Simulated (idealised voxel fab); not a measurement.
Documented hereafter: the process module known as voxel fin reveal.
Section shown: cut. Width: 190 nm. Cell size: 5 nm, square.
Throughout this document, each cross-section is represented as a grid of square cells and is presented as a sequence of bands enumerated from the top downward, where a band comprises one or more rows of cells.
Per band: top height and bottom height in nm, followed by the left-to-right materials and their widths in nm; "throughout" marks a single material spanning edge to edge, "empty" marks empty space.
Zero point of the height axis is 0; under it, received wafer = one material. Lowest band: continues down indefinitely, "0 and below".
Note: "30 to 40" means the width goes from the first number (top row of the band) to the second number (bottom row) in equal steps per row of cells.
Any step labelled "no alterations made" changed none of the cells in the cross-section.
"Closed cavities": sealed empty spaces, 8 cells or more, no open way to top, listed width x height at distance, with distance from the left edge and width, height and distance in nm.
Whatever follows a step's settings on its line is a remark the simulator itself makes about that step.
"overlay nm" on a masked step: distance the mask lay right of its planned place, negative for left.

PLANNED PROCESS STEPS
1) RECEIVE [material Si]
2) CONFORMAL_DEP [material SiN] [thk nm 5]
3) MASKED_ETCH [tone cover] [mask id FINS] [width nm 15] [pitch nm 45] [etch materials SiN] [depth nm 5] [overlay nm 0]
4) MASKED_ETCH [tone cover] [mask id FINS] [width nm 15] [pitch nm 45] [etch materials Si] [depth nm 40] [overlay nm 0]
5) FILL_DEP [material SiO2] [thk nm 15]
6) CMP [height nm 5]
7) SELECTIVE_ETCH [etch materials SiO2] [depth nm 35]
8) STRIP [etch materials SiN]

SO THIS IS THE INCOMING WAFER IN CROSS-SECTION - IT'S ALREADY BEEN THROUGH STEP 1
    0 and below | Si throughout
    Closed cavities: none

WHAT THE WAFER LOOKS LIKE IN CROSS-SECTION AFTER THIS MODULE, WHEN IT STARTS AS SHOWN ABOVE AND FOLLOWS THE PLAN ABOVE BUT ONE MISTAKE IS MADE IN RUNNING IT
    5 down to 0 | empty (65) | SiN (15) | empty (30) | SiN (15) | empty (65)
    0 down to -40 | empty (65) | Si (15) | empty (30) | Si (15) | empty (65)
    -40 and below | Si throughout
    Closed cavities: none
Finding, execution versus plan: step 8 did not happen as planned, as run it was STRIP [etch materials SiO2]
